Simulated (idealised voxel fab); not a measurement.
Documented hereafter: the process module known as voxel capacitor over wiring.
Section shown: cut. Width: 220 nm. Cell size: 5 nm, square.
Throughout this document, each cross-section is represented as a grid of square cells and is presented as a sequence of bands enumerated from the top downward, where a band comprises one or more rows of cells. First you get the band's top height and its bottom height, in nm, and then the materials it's made of, left to right, with each width in nm. If you see a single material with "full width", that one covers the band edge to edge. "blank" is empty space. Below 0: as-received wafer, all one material; heights counted from there. Lowest band: no bottom, goes on down, written "from 0 down". Think of "30..40" as a width that walks from the first number to the second as you go down the band, top row to bottom row, taking equal-sized steps from row to row. No cell of the cross-section changed in a step that is given as "everything unchanged". Closed-off voids of 8+ cells (no open route to the top) go in "Sealed void listing", written width x height at distance from the left edge, in nm. Whatever follows a step's settings on its line is a remark the simulator itself makes about that step. A step's line can hold "overlay nm"; with a mask on that step, the setting says how far right of the planned place the mask lay, while a negative setting says it lay to the left.
## Process steps foreseen in the plan
| 1 | RECEIVE | material Si |
| 2 | CONFORMAL_DEP | material SiO2 | thk nm 15 |
| 3 | CONFORMAL_DEP | material SiCN | thk nm 5 |
| 4 | DIRECTIONAL_DEP | material SiO2 | thk nm 20 |
| 5 | DIRECTIONAL_DEP | material aC | thk nm 10 |
| 6 | PATTERN | tone open | mask id METAL_1 | material resist | width nm 25 | pitch nm 75 | thk nm 25 | overlay nm 0 |
| 7 | DIRECTIONAL_ETCH | etch materials aC | depth nm 10 |
| 8 | STRIP | etch materials resist |
| 9 | DIRECTIONAL_ETCH | etch materials SiO2 | depth nm 20 |
| 10 | DIRECTIONAL_ETCH | etch materials SiCN | depth nm 5 |
| 11 | STRIP | etch materials aC |
| 12 | CONFORMAL_DEP | material TiN | thk nm 5 |
| 13 | FILL_DEP | material Ru | thk nm 10 |
| 14 | CMP | height nm 40 |
| 15 | EPI | material Ru | thk nm 5 |
| 16 | FILL_DEP | material SiCN | thk nm 5 |
| 17 | DIRECTIONAL_DEP | material lowk | thk nm 10 |
| 18 | PATTERN | tone open | mask id PLUG_1 | material resist | width nm 15 | thk nm 20 | overlay nm 0 |
| 19 | DIRECTIONAL_ETCH | etch materials lowk | depth nm 10 |
| 20 | DIRECTIONAL_ETCH | etch materials SiCN | depth nm 5 |
| 21 | STRIP | etch materials resist |
| 22 | EPI | material Ru | thk nm 10 |
| 23 | EPI | material Ru | thk nm 5 |
| 24 | DIRECTIONAL_DEP | material TiN | thk nm 10 |
| 25 | DIRECTIONAL_DEP | material HfO2 | thk nm 5 |
| 26 | DIRECTIONAL_DEP | material TiN | thk nm 10 |
| 27 | DIRECTIONAL_DEP | material aC | thk nm 10 |
| 28 | PATTERN | tone cover | mask id UPPER_PLATE | material resist | width nm 55 | thk nm 30 | overlay nm 0 |
| 29 | DIRECTIONAL_ETCH | etch materials aC | depth nm 10 |
| 30 | STRIP | etch materials resist |
| 31 | DIRECTIONAL_ETCH | etch materials TiN | depth nm 10 |
| 32 | DIRECTIONAL_ETCH | etch materials HfO2 | depth nm 5 |
| 33 | STRIP | etch materials aC |
| 34 | DIRECTIONAL_DEP | material aC | thk nm 10 |
| 35 | PATTERN | tone cover | mask id LOWER_PLATE | material resist | width nm 65 | thk nm 25 | overlay nm 0 |
| 36 | DIRECTIONAL_ETCH | etch materials aC | depth nm 10 |
| 37 | STRIP | etch materials resist |
| 38 | DIRECTIONAL_ETCH | etch materials TiN | depth nm 10 |
| 39 | STRIP | etch materials aC |
| 40 | FILL_DEP | material SiO2 | thk nm 20 |
| 41 | CMP | height nm 100 |
| 42 | MASKED_ETCH | tone open | mask id PLUG_2 | width nm 15 | etch materials SiO2 | depth nm 15 | overlay nm 0 |
| 43 | CONFORMAL_DEP | material TiN | thk nm 5 |
| 44 | FILL_DEP | material Cu | thk nm 5 |
| 45 | CMP | height nm 100 |
| 46 | CONFORMAL_DEP | material SiN | thk nm 5 |
## Wafer cross-section on receipt, i.e. after step 1
> from 0 down: Si full width
> Sealed void listing: none
## The following cross-section depicts the wafer upon conclusion of the module. Processing commenced from the starting condition illustrated above and adhered to the plan illustrated above, save for one mistake in execution
> from 105 to 100: SiN full width
> from 100 to 90: 80 SiO2 | 5 TiN | 5 Cu | 5 TiN | 125 SiO2
> from 90 to 85: 80 SiO2 | 15 TiN | 125 SiO2
> from 85 to 75: 65 SiO2 | 50 TiN | 105 SiO2
> from 75 to 70: 60 SiO2 | 55 HfO2 | 105 SiO2
> from 70 to 60: 60 SiO2 | 70 TiN | 90 SiO2
> from 60 to 50: 70 lowk | 15 Ru | 135 lowk
> from 50 to 45: 70 SiCN | 15 Ru | 135 SiCN
> from 45 to 40: 55 SiCN | 35 Ru | 40 SiCN | 35 Ru | 55 SiCN
> from 40 to 20: 60 SiO2 | 5 TiN | 15 Ru | 5 TiN | 50 SiO2 | 5 TiN | 15 Ru | 5 TiN | 60 SiO2
> from 20 to 15: 60 SiCN | 25 TiN | 50 SiCN | 25 TiN | 60 SiCN
> from 15 to 0: SiO2 full width
> from 0 down: Si full width
> Sealed void listing: none
The mistake made against the process plan was this: step 28 did not use the planned setting and instead ran as PATTERN | tone cover | mask id UPPER_PLATE | material resist | width nm 55 | thk nm 30 | overlay nm -10
